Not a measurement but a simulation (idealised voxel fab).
This section sets out a process module, namely voxel self aligned contacts.
Section cut is 145 nm wide and gridded with 5 nm square cells.
Square cells in a grid make up a cross-section in this document, and the grid is given as bands, listed from the top down, each one or more rows of cells. Within each band entry, the heights of the top and of the bottom of the band appear first, in that order and in nm; the materials of the band then follow from left to right, each with its corresponding width in nm. The designation "full width" on a single material indicates that it fills the band from edge to edge; the designation "blank" indicates empty space. Below 0: as-received wafer, all one material; heights counted from there. Lowest band: no bottom, goes on down, written "0..down". Quick explanation for "30..40": the width changes in equal steps down the rows of cells, from the first number in the band's top row to the second number in its bottom row. The designation "nothing different", where it is given for a processing step, indicates that no cell of the cross-section was altered in the course of that step. In the "Entrapped voids" entry, you get each enclosed empty space of 8 cells or more, one with no open way to the top, written width x height at distance, distance from the left edge, in nm. On each step's line, the part that comes after the settings is the simulator's own comment on the step. Among the settings permitted on a step's line is "overlay nm"; applied to a step with a mask, it specifies the extent to which the mask lay to the right of its planned position, whereas a negative figure signifies a position to the left.

These are the steps we planned for the process
1. RECEIVE [material Si]
2. CONFORMAL_DEP [material SiO2] [thk nm 5]
3. DIRECTIONAL_DEP [material polySi] [thk nm 30]
4. DIRECTIONAL_DEP [material SiN] [thk nm 20]
5. MASKED_ETCH [tone cover] [mask id GATE] [width nm 25] [pitch nm 60] [etch materials SiN] [depth nm 20] [overlay nm 0]
6. MASKED_ETCH [tone cover] [mask id GATE] [width nm 25] [pitch nm 60] [etch materials polySi] [depth nm 30] [overlay nm 0]
7. CONFORMAL_DEP [material SiN] [thk nm 5]
8. DIRECTIONAL_ETCH [etch materials SiN] [depth nm 5]
9. FILL_DEP [material SiO2] [thk nm 20]
10. CMP [height nm 65]
11. DIRECTIONAL_DEP [material aC] [thk nm 15]
12. PATTERN [tone open] [mask id CONTACT] [material resist] [width nm 45] [thk nm 30] [overlay nm 0]
13. DIRECTIONAL_ETCH [etch materials aC] [depth nm 15]
14. STRIP [etch materials resist]
15. DIRECTIONAL_ETCH [etch materials SiO2] [depth nm 65]
16. STRIP [etch materials aC]
17. CONFORMAL_DEP [material TiN] [thk nm 5]
18. FILL_DEP [material Ru] [thk nm 5]
19. CMP [height nm 65]
20. CONFORMAL_DEP [material SiN] [thk nm 5]

This is the cross-section of the wafer as we received it, i.e. after step 1
	0..down: Si full width
	Entrapped voids: none

Below is the wafer in cross-section after the module was completed. It began from the starting point shown above and followed the plan shown above, except that one mistake was made while running it
	70..65: SiN full width
	65..55: SiO2 50 nm, then polySi 5..15 nm, then Ru 35..15 nm, then polySi 5..15 nm, then SiO2 50 nm
	55..35: SiO2 25 nm, then SiN 35 nm, then polySi 5 nm, then Ru 15 nm, then polySi 5 nm, then SiN 35 nm, then SiO2 25 nm
	35..5: SiO2 25 nm, then SiN 5 nm, then polySi 25 nm, then SiN 5 nm, then polySi 5 nm, then Ru 15 nm, then polySi 5 nm, then SiN 5 nm, then polySi 25 nm, then SiN 5 nm, then SiO2 25 nm
	5..0: SiO2 60 nm, then polySi 25 nm, then SiO2 60 nm
	0..down: Si full width
	Entrapped voids: none
Short version of what went wrong: not per plan at step 17, really ran CONFORMAL_DEP [material polySi] [thk nm 5]
